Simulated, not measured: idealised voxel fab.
The following is a process module called voxel gate over fins.
The cross-section on display is named cut; it measures 285 nm wide, and its cells are 5 nm squares.
Heads up, the way a cross-section reads in here is a grid of square cells, handed over as bands from the top down, with every band being one or more rows of cells.
Band: top and bottom heights (nm) first, top before bottom; then materials from left to right, widths in nm. "edge to edge" marks a sole material filling the band edge to edge. "empty" denotes empty space.
Height datum 0, below which the as-received substrate wafer is one material. Lowest band open at the bottom, running downward: "0 nm and below".
A width such as "30->40" changes by the same amount from each row of cells to the next, from the band's top row to its bottom row.
"stayed the same" after a step means that no cell of the cross-section changed.
Heads up: "Closed internal cavities" only lists the empty pockets with no open path to the top that are 8 cells or more, and it writes them as width x height at distance, distance from the left edge, in nm.
Past the settings on a step's line: simulator remark, on that step.
The "overlay nm" setting may appear on a step's line; for a step that uses a mask, it gives how far to the right of its planned position the mask lay, and a negative value indicates the left.
Note: before/after cross-section pairs follow, one process step per pair, after-side truncated at the lowest changed band, step and settings given beneath. Different runs of this module on the same starting wafer may supply the pairs; a pair continues the one above only where the "Status before step" entry says so.

Status before step:
* 10 nm to 0 nm = empty (75)  SiN (15)  empty (25)  SiN (15)  empty (25)  SiN (15)  empty (25)  SiN (15)  empty (75)
* 0 nm and below = Si edge to edge
* Closed internal cavities: none

Structure After Step:
* 10 nm to 0 nm = empty (75)  SiN (15)  empty (25)  SiN (15)  empty (25)  SiN (15)  empty (25)  SiN (15)  empty (75)
* 0 nm to -40 nm = empty (70)  Si (20)  empty (20)  Si (20)  empty (20)  Si (20)  empty (20)  Si (20)  empty (75)
* All layers under -40 are left as they were.
* Closed internal cavities: none
What is the step between the two cross-sections above? MASKED_ETCH (tone cover; mask id FINS; width nm 15; pitch nm 40; etch materials Si; depth nm 40; overlay nm -5)

Status before step: this step begins from the cross-section that the pair just above shows after its step.

Structure After Step:
* 10 nm to 0 nm = empty (75)  SiN (15)  empty (25)  SiN (15)  empty (25)  SiN (15)  empty (25)  SiN (15)  empty (75)
* 0 nm to -5 nm = empty (70)  SiO2 (10)  Si (5)  SiO2 (5)  empty (20)  SiO2 (10)  Si (5)  SiO2 (5)  empty (20)  SiO2 (10)  Si (5)  SiO2 (5)  empty (20)  SiO2 (10)  Si (5)  SiO2 (5)  empty (75)
* -5 nm to -40 nm = empty (70)  SiO2 (5)  Si (10)  SiO2 (5)  empty (20)  SiO2 (5)  Si (10)  SiO2 (5)  empty (20)  SiO2 (5)  Si (10)  SiO2 (5)  empty (20)  SiO2 (5)  Si (10)  SiO2 (5)  empty (75)
* -40 nm to -45 nm = SiO2 (75)  Si (10)  SiO2 (30)  Si (10)  SiO2 (30)  Si (10)  SiO2 (30)  Si (10)  SiO2 (80)
* All layers under -45 are left as they were.
* Closed internal cavities: none
What is the step between the two cross-sections above? OXIDIZE (depth nm 5)

Status before step: this step begins from the cross-section that the pair just above shows after its step.

Structure After Step:
* 20 nm to 10 nm = SiO2 edge to edge
* 10 nm to 0 nm = SiO2 (75)  SiN (15)  SiO2 (25)  SiN (15)  SiO2 (25)  SiN (15)  SiO2 (25)  SiN (15)  SiO2 (75)
* 0 nm to -5 nm = SiO2 (80)  Si (5)  SiO2 (35)  Si (5)  SiO2 (35)  Si (5)  SiO2 (35)  Si (5)  SiO2 (80)
* -5 nm to -45 nm = SiO2 (75)  Si (10)  SiO2 (30)  Si (10)  SiO2 (30)  Si (10)  SiO2 (30)  Si (10)  SiO2 (80)
* All layers under -45 are left as they were.
* Closed internal cavities: none
What is the step between the two cross-sections above? FILL_DEP (material SiO2; thk nm 10)

Status before step: this step begins from the cross-section that the pair just above shows after its step.

Structure After Step:
* 10 nm to 0 nm = SiO2 (75)  SiN (15)  SiO2 (25)  SiN (15)  SiO2 (25)  SiN (15)  SiO2 (25)  SiN (15)  SiO2 (75)
* All layers under 0 are left as they were.
* Closed internal cavities: none
What is the step between the two cross-sections above? CMP (height nm 10)

Status before step: this step begins from the cross-section that the pair just above shows after its step.

Structure After Step:
* 10 nm to 0 nm = empty (75)  SiN (15)  empty (25)  SiN (15)  empty (25)  SiN (15)  empty (25)  SiN (15)  empty (75)
* 0 nm to -5 nm = empty (80)  Si (5)  empty (35)  Si (5)  empty (35)  Si (5)  empty (35)  Si (5)  empty (80)
* -5 nm to -15 nm = empty (75)  Si (10)  empty (30)  Si (10)  empty (30)  Si (10)  empty (30)  Si (10)  empty (80)
* All layers under -15 are left as they were.
* Closed internal cavities: none
What is the step between the two cross-sections above? SELECTIVE_ETCH (etch materials SiO2; depth nm 25)

Status before step: this step begins from the cross-section that the pair just above shows after its step.

Structure After Step:
* 0 nm to -5 nm = empty (80)  Si (5)  empty (35)  Si (5)  empty (35)  Si (5)  empty (35)  Si (5)  empty (80)
* All layers under -5 are left as they were.
* Closed internal cavities: none
What is the step between the two cross-sections above? STRIP (etch materials SiN)

Status before step: this step begins from the cross-section that the pair just above shows after its step.

Structure After Step:
* 5 nm to 0 nm = empty (75)  HfO2 (15)  empty (25)  HfO2 (15)  empty (25)  HfO2 (15)  empty (25)  HfO2 (15)  empty (75)
* 0 nm to -10 nm = empty (70)  HfO2 (10->5)  Si (5->10)  HfO2 (5)  empty (20)  HfO2 (10->5)  Si (5->10)  HfO2 (5)  empty (20)  HfO2 (10->5)  Si (5->10)  HfO2 (5)  empty (20)  HfO2 (10->5)  Si (5->10)  HfO2 (5)  empty (75)
* -10 nm to -15 nm = HfO2 (75)  Si (10)  HfO2 (30)  Si (10)  HfO2 (30)  Si (10)  HfO2 (30)  Si (10)  HfO2 (80)
* All layers under -15 are left as they were.
* Closed internal cavities: none
What is the step between the two cross-sections above? CONFORMAL_DEP (material HfO2; thk nm 5)

Status before step: this step begins from the cross-section that the pair just above shows after its step.

Structure After Step:
* 10 nm to 5 nm = empty (70)  TiN (25)  empty (15)  TiN (25)  empty (15)  TiN (25)  empty (15)  TiN (25)  empty (70)
* 5 nm to 0 nm = empty (65)  TiN (10)  HfO2 (15)  TiN (5)  empty (10)  TiN (10)  HfO2 (15)  TiN (5)  empty (10)  TiN (10)  HfO2 (15)  TiN (5)  empty (10)  TiN (10)  HfO2 (15)  TiN (5)  empty (70)
* 0 nm to -5 nm = empty (65)  TiN (5)  HfO2 (10)  Si (5)  HfO2 (5)  TiN (5)  empty (10)  TiN (5)  HfO2 (10)  Si (5)  HfO2 (5)  TiN (5)  empty (10)  TiN (5)  HfO2 (10)  Si (5)  HfO2 (5)  TiN (5)  empty (10)  TiN (5)  HfO2 (10)  Si (5)  HfO2 (5)  TiN (5)  empty (70)
* -5 nm to -10 nm = TiN (70)  HfO2 (5)  Si (10)  HfO2 (5)  TiN (20)  HfO2 (5)  Si (10)  HfO2 (5)  TiN (20)  HfO2 (5)  Si (10)  HfO2 (5)  TiN (20)  HfO2 (5)  Si (10)  HfO2 (5)  TiN (75)
* All layers under -10 are left as they were.
* Closed internal cavities: none
What is the step between the two cross-sections above? CONFORMAL_DEP (material TiN; thk nm 5)

Status before step: this step begins from the cross-section that the pair just above shows after its step.

Structure After Step:
* 25 nm to 10 nm = W edge to edge
* 10 nm to 5 nm = W (70)  TiN (25)  W (15)  TiN (25)  W (15)  TiN (25)  W (15)  TiN (25)  W (70)
* 5 nm to 0 nm = W (65)  TiN (10)  HfO2 (15)  TiN (5)  W (10)  TiN (10)  HfO2 (15)  TiN (5)  W (10)  TiN (10)  HfO2 (15)  TiN (5)  W (10)  TiN (10)  HfO2 (15)  TiN (5)  W (70)
* 0 nm to -5 nm = W (65)  TiN (5)  HfO2 (10)  Si (5)  HfO2 (5)  TiN (5)  W (10)  TiN (5)  HfO2 (10)  Si (5)  HfO2 (5)  TiN (5)  W (10)  TiN (5)  HfO2 (10)  Si (5)  HfO2 (5)  TiN (5)  W (10)  TiN (5)  HfO2 (10)  Si (5)  HfO2 (5)  TiN (5)  W (70)
* All layers under -5 are left as they were.
* Closed internal cavities: none
What is the step between the two cross-sections above? FILL_DEP (material W; thk nm 15)

Status before step: this step begins from the cross-section that the pair just above shows after its step.

Structure After Step:
* 20 nm to 10 nm = W edge to edge
* All layers under 10 are left as they were.
* Closed internal cavities: none
What is the step between the two cross-sections above? CMP (height nm 20)

Status before step: this step begins from the cross-section that the pair just above shows after its step.

Structure After Step:
* 25 nm to 20 nm = SiN edge to edge
* All layers under 20 are left as they were.
* Closed internal cavities: none
What is the step between the two cross-sections above? CONFORMAL_DEP (material SiN; thk nm 5)

Status before step:
* 10 nm to 0 nm = empty (75)  SiN (15)  empty (25)  SiN (15)  empty (25)  SiN (15)  empty (25)  SiN (15)  empty (75)
* 0 nm to -15 nm = empty (80)  Si (5)  empty (35)  Si (5)  empty (35)  Si (5)  empty (35)  Si (5)  empty (80)
* -15 nm to -45 nm = SiO2 (80)  Si (5)  SiO2 (35)  Si (5)  SiO2 (35)  Si (5)  SiO2 (35)  Si (5)  SiO2 (80)
* -45 nm and below = Si edge to edge
* Closed internal cavities: none

Structure After Step:
* 10 nm to 0 nm = empty (75)  SiN (15)  empty (25)  SiN (15)  empty (25)  SiN (15)  empty (25)  SiN (15)  empty (75)
* 0 nm to -45 nm = empty (80)  Si (5)  empty (35)  Si (5)  empty (35)  Si (5)  empty (35)  Si (5)  empty (80)
* All layers under -45 are left as they were.
* Closed internal cavities: none
What is the step between the two cross-sections above? STRIP (etch materials SiO2)

Status before step: this step begins from the cross-section that the pair just above shows after its step.

Structure After Step:
* 15 nm to 10 nm = empty (70)  HfO2 (25)  empty (15)  HfO2 (25)  empty (15)  HfO2 (25)  empty (15)  HfO2 (25)  empty (70)
* 10 nm to 0 nm = empty (70)  HfO2 (5)  SiN (15)  HfO2 (5)  empty (15)  HfO2 (5)  SiN (15)  HfO2 (5)  empty (15)  HfO2 (5)  SiN (15)  HfO2 (5)  empty (15)  HfO2 (5)  SiN (15)  HfO2 (5)  empty (70)
* 0 nm to -5 nm = empty (70)  HfO2 (10)  Si (5)  HfO2 (10)  empty (15)  HfO2 (10)  Si (5)  HfO2 (10)  empty (15)  HfO2 (10)  Si (5)  HfO2 (10)  empty (15)  HfO2 (10)  Si (5)  HfO2 (10)  empty (70)
* -5 nm to -40 nm = empty (75)  HfO2 (5)  Si (5)  HfO2 (5)  empty (25)  HfO2 (5)  Si (5)  HfO2 (5)  empty (25)  HfO2 (5)  Si (5)  HfO2 (5)  empty (25)  HfO2 (5)  Si (5)  HfO2 (5)  empty (75)
* -40 nm to -45 nm = HfO2 (80)  Si (5)  HfO2 (35)  Si (5)  HfO2 (35)  Si (5)  HfO2 (35)  Si (5)  HfO2 (80)
* All layers under -45 are left as they were.
* Closed internal cavities: none
What is the step between the two cross-sections above? CONFORMAL_DEP (material HfO2; thk nm 5)

Status before step: this step begins from the cross-section that the pair just above shows after its step.

Structure After Step:
* 20 nm to 15 nm = empty (65)  TiN (35)  empty (5)  TiN (35)  empty (5)  TiN (35)  empty (5)  TiN (35)  empty (65)
* 15 nm to 10 nm = empty (65)  TiN (5)  HfO2 (25)  TiN (5)  empty (5)  TiN (5)  HfO2 (25)  TiN (5)  empty (5)  TiN (5)  HfO2 (25)  TiN (5)  empty (5)  TiN (5)  HfO2 (25)  TiN (5)  empty (65)
* 10 nm to 0 nm = empty (65)  TiN (5)  HfO2 (5)  SiN (15)  HfO2 (5)  TiN (5)  empty (5)  TiN (5)  HfO2 (5)  SiN (15)  HfO2 (5)  TiN (5)  empty (5)  TiN (5)  HfO2 (5)  SiN (15)  HfO2 (5)  TiN (5)  empty (5)  TiN (5)  HfO2 (5)  SiN (15)  HfO2 (5)  TiN (5)  empty (65)
* 0 nm to -10 nm = empty (65)  TiN (5->10)  HfO2 (10->5)  Si (5)  HfO2 (10->5)  TiN (5->10)  empty (5)  TiN (5->10)  HfO2 (10->5)  Si (5)  HfO2 (10->5)  TiN (5->10)  empty (5)  TiN (5->10)  HfO2 (10->5)  Si (5)  HfO2 (10->5)  TiN (5->10)  empty (5)  TiN (5->10)  HfO2 (10->5)  Si (5)  HfO2 (10->5)  TiN (5->10)  empty (65)
* -10 nm to -35 nm = empty (70)  TiN (5)  HfO2 (5)  Si (5)  HfO2 (5)  TiN (5)  empty (15)  TiN (5)  HfO2 (5)  Si (5)  HfO2 (5)  TiN (5)  empty (15)  TiN (5)  HfO2 (5)  Si (5)  HfO2 (5)  TiN (5)  empty (15)  TiN (5)  HfO2 (5)  Si (5)  HfO2 (5)  TiN (5)  empty (70)
* -35 nm to -40 nm = TiN (75)  HfO2 (5)  Si (5)  HfO2 (5)  TiN (25)  HfO2 (5)  Si (5)  HfO2 (5)  TiN (25)  HfO2 (5)  Si (5)  HfO2 (5)  TiN (25)  HfO2 (5)  Si (5)  HfO2 (5)  TiN (75)
* All layers under -40 are left as they were.
* Closed internal cavities: none
What is the step between the two cross-sections above? CONFORMAL_DEP (material TiN; thk nm 5)

Status before step: this step begins from the cross-section that the pair just above shows after its step.

Structure After Step:
* 35 nm to 20 nm = W edge to edge
* 20 nm to 15 nm = W (65)  TiN (35)  W (5)  TiN (35)  W (5)  TiN (35)  W (5)  TiN (35)  W (65)
* 15 nm to 10 nm = W (65)  TiN (5)  HfO2 (25)  TiN (5)  W (5)  TiN (5)  HfO2 (25)  TiN (5)  W (5)  TiN (5)  HfO2 (25)  TiN (5)  W (5)  TiN (5)  HfO2 (25)  TiN (5)  W (65)
* 10 nm to 0 nm = W (65)  TiN (5)  HfO2 (5)  SiN (15)  HfO2 (5)  TiN (5)  W (5)  TiN (5)  HfO2 (5)  SiN (15)  HfO2 (5)  TiN (5)  W (5)  TiN (5)  HfO2 (5)  SiN (15)  HfO2 (5)  TiN (5)  W (5)  TiN (5)  HfO2 (5)  SiN (15)  HfO2 (5)  TiN (5)  W (65)
* 0 nm to -10 nm = W (65)  TiN (5->10)  HfO2 (10->5)  Si (5)  HfO2 (10->5)  TiN (5->10)  W (5)  TiN (5->10)  HfO2 (10->5)  Si (5)  HfO2 (10->5)  TiN (5->10)  W (5)  TiN (5->10)  HfO2 (10->5)  Si (5)  HfO2 (10->5)  TiN (5->10)  W (5)  TiN (5->10)  HfO2 (10->5)  Si (5)  HfO2 (10->5)  TiN (5->10)  W (65)
* -10 nm to -15 nm = W (70)  TiN (5)  HfO2 (5)  Si (5)  HfO2 (5)  TiN (5)  W (15)  TiN (5)  HfO2 (5)  Si (5)  HfO2 (5)  TiN (5)  W (15)  TiN (5)  HfO2 (5)  Si (5)  HfO2 (5)  TiN (5)  W (15)  TiN (5)  HfO2 (5)  Si (5)  HfO2 (5)  TiN (5)  W (70)
* -15 nm to -30 nm = W (70)  TiN (5)  HfO2 (5)  Si (5)  HfO2 (5)  TiN (5)  W (5)  empty (5)  W (5)  TiN (5)  HfO2 (5)  Si (5)  HfO2 (5)  TiN (5)  W (5)  empty (5)  W (5)  TiN (5)  HfO2 (5)  Si (5)  HfO2 (5)  TiN (5)  W (5)  empty (5)  W (5)  TiN (5)  HfO2 (5)  Si (5)  HfO2 (5)  TiN (5)  W (70)
* -30 nm to -35 nm = W (70)  TiN (5)  HfO2 (5)  Si (5)  HfO2 (5)  TiN (5)  W (15)  TiN (5)  HfO2 (5)  Si (5)  HfO2 (5)  TiN (5)  W (15)  TiN (5)  HfO2 (5)  Si (5)  HfO2 (5)  TiN (5)  W (15)  TiN (5)  HfO2 (5)  Si (5)  HfO2 (5)  TiN (5)  W (70)
* All layers under -35 are left as they were.
* Closed internal cavities: none
What is the step between the two cross-sections above? FILL_DEP (material W; thk nm 15)

Status before step: this step begins from the cross-section that the pair just above shows after its step.

Structure After Step:
* 20 nm to 15 nm = W (65)  TiN (35)  W (5)  TiN (35)  W (5)  TiN (35)  W (5)  TiN (35)  W (65)
* All layers under 15 are left as they were.
* Closed internal cavities: none
What is the step between the two cross-sections above? CMP (height nm 20)

Status before step: this step begins from the cross-section that the pair just above shows after its step.

Structure After Step:
* 25 nm to 20 nm = SiN edge to edge
* All layers under 20 are left as they were.
* Closed internal cavities: none
What is the step between the two cross-sections above? CONFORMAL_DEP (material SiN; thk nm 5)

Status before step:
* 10 nm to 0 nm = SiN edge to edge
* 0 nm and below = Si edge to edge
* Closed internal cavities: none

Structure After Step:
* 10 nm to 0 nm = SiN (75)  empty (15)  SiN (25)  empty (15)  SiN (25)  empty (15)  SiN (25)  empty (15)  SiN (75)
* All layers under 0 are left as they were.
* Closed internal cavities: none
What is the step between the two cross-sections above? MASKED_ETCH (tone open; mask id FINS; width nm 15; pitch nm 40; etch materials SiN; depth nm 10; overlay nm 0)

Status before step: this step begins from the cross-section that the pair just above shows after its step.

Structure After Step:
* 10 nm to 0 nm = SiN (75)  empty (15)  SiN (25)  empty (15)  SiN (25)  empty (15)  SiN (25)  empty (15)  SiN (75)
* 0 nm to -5 nm = Si (70)  SiO2 (25)  Si (15)  SiO2 (25)  Si (15)  SiO2 (25)  Si (15)  SiO2 (25)  Si (70)
* All layers under -5 are left as they were.
* Closed internal cavities: none
What is the step between the two cross-sections above? OXIDIZE (depth nm 5)

Status before step: this step begins from the cross-section that the pair just above shows after its step.

Structure After Step:
* 20 nm to 10 nm = SiO2 edge to edge
* 10 nm to 0 nm = SiN (75)  SiO2 (15)  SiN (25)  SiO2 (15)  SiN (25)  SiO2 (15)  SiN (25)  SiO2 (15)  SiN (75)
* All layers under 0 are left as they were.
* Closed internal cavities: none
What is the step between the two cross-sections above? FILL_DEP (material SiO2; thk nm 10)

Status before step: this step begins from the cross-section that the pair just above shows after its step.

Structure After Step:
* 10 nm to 0 nm = SiN (75)  SiO2 (15)  SiN (25)  SiO2 (15)  SiN (25)  SiO2 (15)  SiN (25)  SiO2 (15)  SiN (75)
* All layers under 0 are left as they were.
* Closed internal cavities: none
What is the step between the two cross-sections above? CMP (height nm 10)

Status before step: this step begins from the cross-section that the pair just above shows after its step.

Structure After Step:
* 10 nm to 0 nm = SiN (75)  empty (15)  SiN (25)  empty (15)  SiN (25)  empty (15)  SiN (25)  empty (15)  SiN (75)
* 0 nm to -5 nm = Si (70)  empty (25)  Si (15)  empty (25)  Si (15)  empty (25)  Si (15)  empty (25)  Si (70)
* All layers under -5 are left as they were.
* Closed internal cavities: none
What is the step between the two cross-sections above? SELECTIVE_ETCH (etch materials SiO2; depth nm 25)

Status before step: this step begins from the cross-section that the pair just above shows after its step.

Structure After Step:
* 0 nm to -5 nm = Si (70)  empty (25)  Si (15)  empty (25)  Si (15)  empty (25)  Si (15)  empty (25)  Si (70)
* All layers under -5 are left as they were.
* Closed internal cavities: none
What is the step between the two cross-sections above? STRIP (etch materials SiN)

Status before step: this step begins from the cross-section that the pair just above shows after its step.

Structure After Step:
* 5 nm to 0 nm = HfO2 (75)  empty (15)  HfO2 (25)  empty (15)  HfO2 (25)  empty (15)  HfO2 (25)  empty (15)  HfO2 (75)
* 0 nm to -5 nm = Si (70)  HfO2 (25)  Si (15)  HfO2 (25)  Si (15)  HfO2 (25)  Si (15)  HfO2 (25)  Si (70)
* All layers under -5 are left as they were.
* Closed internal cavities: none
What is the step between the two cross-sections above? CONFORMAL_DEP (material HfO2; thk nm 5)

Status before step: this step begins from the cross-section that the pair just above shows after its step.

Structure After Step:
* 10 nm to 5 nm = TiN (80)  empty (5)  TiN (35)  empty (5)  TiN (35)  empty (5)  TiN (35)  empty (5)  TiN (80)
* 5 nm to 0 nm = HfO2 (75)  TiN (15)  HfO2 (25)  TiN (15)  HfO2 (25)  TiN (15)  HfO2 (25)  TiN (15)  HfO2 (75)
* All layers under 0 are left as they were.
* Closed internal cavities: none
What is the step between the two cross-sections above? CONFORMAL_DEP (material TiN; thk nm 5)

Status before step: this step begins from the cross-section that the pair just above shows after its step.

Structure After Step:
* 25 nm to 10 nm = W edge to edge
* 10 nm to 5 nm = TiN (80)  W (5)  TiN (35)  W (5)  TiN (35)  W (5)  TiN (35)  W (5)  TiN (80)
* All layers under 5 are left as they were.
* Closed internal cavities: none
What is the step between the two cross-sections above? FILL_DEP (material W; thk nm 15)

Status before step: this step begins from the cross-section that the pair just above shows after its step.

Structure After Step:
* 20 nm to 10 nm = W edge to edge
* All layers under 10 are left as they were.
* Closed internal cavities: none
What is the step between the two cross-sections above? CMP (height nm 20)

Status before step: this step begins from the cross-section that the pair just above shows after its step.

Structure After Step:
* 25 nm to 20 nm = SiN edge to edge
* All layers under 20 are left as they were.
* Closed internal cavities: none
What is the step between the two cross-sections above? CONFORMAL_DEP (material SiN; thk nm 5)
